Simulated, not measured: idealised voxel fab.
The document below concerns the process module designated voxel gate over fins.
Shown is cross-section cut, with a width of 255 nm and square cells of size 5 nm.
When this document writes out a cross-section, it uses a grid of square cells and lists it as bands, beginning at the top and moving down, with a band standing for one or more rows of cells.
Band entry format. Leading values: height of top, height of bottom, nm. Remainder: materials in left-to-right order, each with its width in nm. Special words: "everywhere" on a single material, which then fills the band edge to edge; "blank", empty space.
Ref level 0: as-received wafer is one material below here. Bottom band extends down with no lower bound ("0 nm and below").
The expression "30 to 40" gives the width at the extremes of the band, the first number at its top row of cells and the second at its bottom row, with the width changing by equal amounts from each row to the next in between.
The cross-section has no changed cell in any step marked "no modification".
In "Unvented cavities" the enclosed voids are listed, meaning empty spaces of 8 cells or larger without any opening to the top. The form is width x height at distance, distance from the left edge, units nm.
It should be noted that, on the line of a given step, the content following the step's settings is a remark produced by the simulator itself with respect to that step.
The optional step-line setting "overlay nm" applies to steps with a mask and quantifies how far to the right of its planned location the mask lay, a negative value indicating leftward placement.
PROCESS STEPS (PLANNED)
1: RECEIVE | material Si
2: CONFORMAL_DEP | material SiN | thk nm 10
3: PATTERN | tone cover | mask id FINS | material resist | width nm 15 | pitch nm 35 | thk nm 15 | overlay nm 0
4: DIRECTIONAL_ETCH | etch materials SiN | depth nm 10
5: DIRECTIONAL_ETCH | etch materials Si | depth nm 30
6: STRIP | etch materials resist
7: OXIDIZE | depth nm 5
8: FILL_DEP | material SiO2 | thk nm 10
9: CMP | height nm 10
10: SELECTIVE_ETCH | etch materials SiO2 | depth nm 20
11: STRIP | etch materials SiN
12: CONFORMAL_DEP | material HfO2 | thk nm 5
13: CONFORMAL_DEP | material TiN | thk nm 5
14: FILL_DEP | material W | thk nm 10
15: CMP | height nm 15
16: CONFORMAL_DEP | material SiCN | thk nm 5
INCOMING WAFER IN CROSS-SECTION (STATE: AFTER STEP 1)
> 0 nm and below = Si everywhere
> Unvented cavities: none
CROSS-SECTIONAL IMAGE OF THE FIRST OF TWO WAFERS AT THE END OF THE MODULE, THE RUN HAVING PROCEEDED AS PLANNED
> 20 nm to 15 nm = SiCN everywhere
> 15 nm to 10 nm = W everywhere
> 10 nm to 5 nm = W: 80, then TiN: 25, then W: 10, then TiN: 25, then W: 10, then TiN: 25, then W: 80
> 5 nm to 0 nm = W: 80, then TiN: 5, then HfO2: 15, then TiN: 5, then W: 10, then TiN: 5, then HfO2: 15, then TiN: 5, then W: 10, then TiN: 5, then HfO2: 15, then TiN: 5, then W: 80
> 0 nm to -5 nm = TiN: 85, then HfO2: 5, then Si: 5, then HfO2: 5, then TiN: 20, then HfO2: 5, then Si: 5, then HfO2: 5, then TiN: 20, then HfO2: 5, then Si: 5, then HfO2: 5, then TiN: 85
> -5 nm to -10 nm = HfO2: 90, then Si: 5, then HfO2: 30, then Si: 5, then HfO2: 30, then Si: 5, then HfO2: 90
> -10 nm to -35 nm = SiO2: 90, then Si: 5, then SiO2: 30, then Si: 5, then SiO2: 30, then Si: 5, then SiO2: 90
> -35 nm and below = Si everywhere
> Unvented cavities: none
THIS IS THE SECOND OF THE TWO WAFERS, CROSS-SECTIONED AT THE END OF THE MODULE; IT STARTED EXACTLY LIKE THE FIRST AND WAS GIVEN THE SAME PLAN, BUT IT WAS RUN WITH ONE MISTAKE
> 20 nm to 15 nm = SiCN everywhere
> 15 nm to 10 nm = W everywhere
> 10 nm to 5 nm = W: 90, then TiN: 25, then W: 10, then TiN: 25, then W: 10, then TiN: 25, then W: 70
> 5 nm to 0 nm = W: 90, then TiN: 5, then HfO2: 15, then TiN: 5, then W: 10, then TiN: 5, then HfO2: 15, then TiN: 5, then W: 10, then TiN: 5, then HfO2: 15, then TiN: 5, then W: 70
> 0 nm to -5 nm = TiN: 95, then HfO2: 5, then Si: 5, then HfO2: 5, then TiN: 20, then HfO2: 5, then Si: 5, then HfO2: 5, then TiN: 20, then HfO2: 5, then Si: 5, then HfO2: 5, then TiN: 75
> -5 nm to -10 nm = HfO2: 100, then Si: 5, then HfO2: 30, then Si: 5, then HfO2: 30, then Si: 5, then HfO2: 80
> -10 nm to -35 nm = SiO2: 100, then Si: 5, then SiO2: 30, then Si: 5, then SiO2: 30, then Si: 5, then SiO2: 80
> -35 nm and below = Si everywhere
> Unvented cavities: none
Diagnosis: step 3 ran differently from the plan; actual operation with settings: PATTERN | tone cover | mask id FINS | material resist | width nm 15 | pitch nm 35 | thk nm 15 | overlay nm 10
If you tally the cells, the second wafer ends up with the same amount of every material as the first; it's all just sitting in different places.
